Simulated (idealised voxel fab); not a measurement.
The process module that follows is named voxel released beams.
The cross-section on display is named cut; it measures 225 nm wide, and its cells are 5 nm squares.
Square cells in a grid make up a cross-section in this document, and the grid is given as bands, listed from the top down, each one or more rows of cells.
Top, bottom (nm), then materials left to right with widths (nm); lone material tagged "full width" fills the whole band edge to edge; "empty" = empty space.
A quick word on heights: they are counted from 0, and under that level the wafer as it came to us is one material throughout. The lowest band is different from the rest in having no bottom; it simply continues downward, written as in "0 and below".
The width entry "30 to 40" should be interpreted row by row: the top row of cells in the band takes the first number, the bottom row takes the second number, and the change between adjacent rows is uniform throughout.
"no alterations made" (step): cross-section cells unchanged, all of them.
Entry "Listed closed voids". Content: empty spaces with no open connection to the top, size 8 cells or greater. Each: width x height at distance. Distance: from left edge. Unit: nm.
Note: text after step settings on the step line = simulator remark on that step.
The line of a step may include "overlay nm". On a step with a mask, this value is how far to the right of its planned place the mask lay. A negative value means the mask lay to the left.

### Below is the list of planned process steps
- 1: RECEIVE,material Si
- 2: CONFORMAL_DEP,material Al2O3,thk nm 5
- 3: DIRECTIONAL_DEP,material SiO2,thk nm 15
- 4: MASKED_ETCH,tone open,mask id ANCHOR,width nm 35,etch materials SiO2,depth nm 15,overlay nm 0
- 5: CONFORMAL_DEP,material SiN,thk nm 5
- 6: MASKED_ETCH,tone cover,mask id BEAM,width nm 100,etch materials SiN,depth nm 10,overlay nm 0
- 7: STRIP,etch materials SiO2
Variable across wafers: step 5 thk nm (plan value is that of the first wafer; starting state common to all).

### Cross-section of the first incoming wafer of several, state after step 1
* 0 and below | Si full width
* Listed closed voids: none

### Module end state after final step 7: cross-section of the first of several wafers
* 25 down to 20 | 60 empty  10 SiN  25 empty  65 SiN  65 empty
* 20 down to 10 | 65 empty  5 SiN  25 empty  5 SiN  125 empty
* 10 down to 5 | 65 empty  35 SiN  125 empty
* 5 down to 0 | Al2O3 full width
* 0 and below | Si full width
* Listed closed voids: none

### So this is the cross-section on the last wafer at the end of the module
* 45 down to 35 | 60 empty  100 SiN  65 empty
* 35 down to 20 | SiN full width
* 20 down to 5 | 65 SiO2  35 SiN  125 SiO2
* 5 down to 0 | Al2O3 full width
* 0 and below | Si full width
* Listed closed voids: none

### For your reference, the table is organized with a row per wafer; each row reflects the wafer at the end of the module, indicating for each material the cells gained (+) or lost (-) since receipt, and thereafter its closed voids
thk nm 5 | +45 Al2O3 | +26 SiN | Listed closed voids: none
thk nm 10 | +45 Al2O3 | +52 SiN | Listed closed voids: none
thk nm 15 | +45 Al2O3 | +103 SiN | +114 SiO2 | Listed closed voids: none
thk nm 20 | +45 Al2O3 | +151 SiN | +114 SiO2 | Listed closed voids: none
thk nm 25 | +45 Al2O3 | +196 SiN | +114 SiO2 | Listed closed voids: none
